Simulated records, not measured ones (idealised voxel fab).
The document below concerns the process module designated voxel capacitor over wiring.
Pictured: cross-section cut, 270 nm wide, on a grid of 5 nm square cells.
This document writes a cross-section as a grid whose cells are square, and gives it as bands, listed from the top down; one or more rows of cells form a band. For a band, the entry starts with two heights in nm, that of the top and then that of the bottom, and carries on with the band's materials in order from left to right, each alongside its width in nm; the word "full width" beside a single material means it fills the band edge to edge, and "air" means empty space. A quick word on heights: they are counted from 0, and under that level the wafer as it came to us is one material throughout. The lowest band is different from the rest in having no bottom; it simply continues downward, written as in "top 0, no bottom". A width such as "30 to 40" changes by the same amount from each row of cells to the next, from the band's top row to its bottom row. Any step labelled "identical to before" changed none of the cells in the cross-section. Closed-off voids of 8+ cells (no open route to the top) go in "Sealed internal cavities", written width x height at distance from the left edge, in nm. Formally, on a step line, whatever follows the settings is a remark that the simulator itself makes on the step. Steps that use a mask can have "overlay nm" on their line. It says how far the mask sat to the right of where it was meant to be. Negative means to the left.

## plan
- 1: RECEIVE (material Si)
- 2: CONFORMAL_DEP (material SiO2; thk nm 15)
- 3: CONFORMAL_DEP (material SiCN; thk nm 5)
- 4: DIRECTIONAL_DEP (material SiO2; thk nm 15)
- 5: DIRECTIONAL_DEP (material aC; thk nm 10)
- 6: PATTERN (tone open; mask id METAL_1; material resist; width nm 25; pitch nm 90; thk nm 25; overlay nm 0)
- 7: DIRECTIONAL_ETCH (etch materials aC; depth nm 10)
- 8: STRIP (etch materials resist)
- 9: DIRECTIONAL_ETCH (etch materials SiO2; depth nm 15)
- 10: DIRECTIONAL_ETCH (etch materials SiCN; depth nm 5)
- 11: STRIP (etch materials aC)
- 12: CONFORMAL_DEP (material TiN; thk nm 5)
- 13: FILL_DEP (material Ru; thk nm 5)
- 14: CMP (height nm 35)
- 15: CONFORMAL_DEP (material SiCN; thk nm 5)
- 16: DIRECTIONAL_DEP (material SiO2; thk nm 20)
- 17: MASKED_ETCH (tone open; mask id PLUG_1; width nm 15; etch materials SiO2; depth nm 20; overlay nm 0)
- 18: MASKED_ETCH (tone open; mask id PLUG_1; width nm 15; etch materials SiCN; depth nm 5; overlay nm 0)
- 19: CONFORMAL_DEP (material TiN; thk nm 5)
- 20: FILL_DEP (material Cu; thk nm 5)
- 21: CMP (height nm 60)
- 22: DIRECTIONAL_DEP (material TiN; thk nm 10)
- 23: DIRECTIONAL_DEP (material HfO2; thk nm 5)
- 24: DIRECTIONAL_DEP (material TiN; thk nm 5)
- 25: DIRECTIONAL_DEP (material aC; thk nm 10)
- 26: PATTERN (tone cover; mask id UPPER_PLATE; material resist; width nm 70; thk nm 25; overlay nm 0)
- 27: DIRECTIONAL_ETCH (etch materials aC; depth nm 10)
- 28: STRIP (etch materials resist)
- 29: DIRECTIONAL_ETCH (etch materials TiN; depth nm 5)
- 30: DIRECTIONAL_ETCH (etch materials HfO2; depth nm 5)
- 31: STRIP (etch materials aC)
- 32: DIRECTIONAL_DEP (material aC; thk nm 15)
- 33: PATTERN (tone cover; mask id LOWER_PLATE; material resist; width nm 80; thk nm 30; overlay nm 0)
- 34: DIRECTIONAL_ETCH (etch materials aC; depth nm 15)
- 35: STRIP (etch materials resist)
- 36: DIRECTIONAL_ETCH (etch materials TiN; depth nm 10)
- 37: STRIP (etch materials aC)
- 38: FILL_DEP (material SiO2; thk nm 20)
- 39: CMP (height nm 95)
- 40: MASKED_ETCH (tone open; mask id PLUG_2; width nm 15; etch materials SiO2; depth nm 15; overlay nm 0)
- 41: CONFORMAL_DEP (material TiN; thk nm 5)
- 42: FILL_DEP (material W; thk nm 5)
- 43: CMP (height nm 95)
- 44: CONFORMAL_DEP (material SiCN; thk nm 5)

## Incoming wafer in cross-section (state: after step 1)
  top 0, no bottom: Si full width
  Sealed internal cavities: none

## Looking at the first of two wafers in cross-section at end of module - ran to plan
  top 100, bottom 95: SiCN full width
  top 95, bottom 85: 95 nm SiO2  5 nm TiN  5 nm W  5 nm TiN  160 nm SiO2
  top 85, bottom 75: 95 to 85 nm SiO2  15 to 70 nm TiN  160 to 115 nm SiO2
  top 75, bottom 70: 85 nm SiO2  70 nm HfO2  115 nm SiO2
  top 70, bottom 60: 80 nm SiO2  80 nm TiN  110 nm SiO2
  top 60, bottom 40: 85 nm SiO2  5 nm TiN  5 nm Cu  5 nm TiN  170 nm SiO2
  top 40, bottom 35: 85 nm SiCN  15 nm TiN  170 nm SiCN
  top 35, bottom 20: 75 nm SiO2  5 nm TiN  15 nm Ru  5 nm TiN  65 nm SiO2  5 nm TiN  15 nm Ru  5 nm TiN  80 nm SiO2
  top 20, bottom 15: 75 nm SiCN  25 nm TiN  65 nm SiCN  25 nm TiN  80 nm SiCN
  top 15, bottom 0: SiO2 full width
  top 0, no bottom: Si full width
  Sealed internal cavities: none

## Cross-sectional view of the second of two wafers upon completion of the module. This wafer shared its starting condition and process plan with the first; one error was made during its execution
  top 100, bottom 95: SiCN full width
  top 95, bottom 85: 95 nm SiO2  5 nm TiN  5 nm W  5 nm TiN  160 nm SiO2
  top 85, bottom 75: 95 to 85 nm SiO2  15 to 70 nm TiN  160 to 115 nm SiO2
  top 75, bottom 70: 85 nm SiO2  70 nm HfO2  115 nm SiO2
  top 70, bottom 60: 80 nm SiO2  80 nm TiN  110 nm SiO2
  top 60, bottom 40: 85 nm SiO2  5 nm TiN  5 nm Cu  5 nm TiN  170 nm SiO2
  top 40, bottom 35: 85 nm SiCN  15 nm TiN  170 nm SiCN
  top 35, bottom 25: 75 nm SiO2  5 nm TiN  15 nm Ru  5 nm TiN  65 nm SiO2  5 nm TiN  15 nm Ru  5 nm TiN  80 nm SiO2
  top 25, bottom 20: 75 nm SiO2  25 nm TiN  65 nm SiO2  25 nm TiN  80 nm SiO2
  top 20, bottom 5: SiO2 full width
  top 5, bottom 0: SiCN full width
  top 0, no bottom: Si full width
  Sealed internal cavities: none
Here's what went sideways: steps 2 and 3 of the plan were each performed in the slot designated for the other
at the end the second wafer has, in cells: 6 fewer of Ru; 10 more of SiCN; 4 fewer of TiN
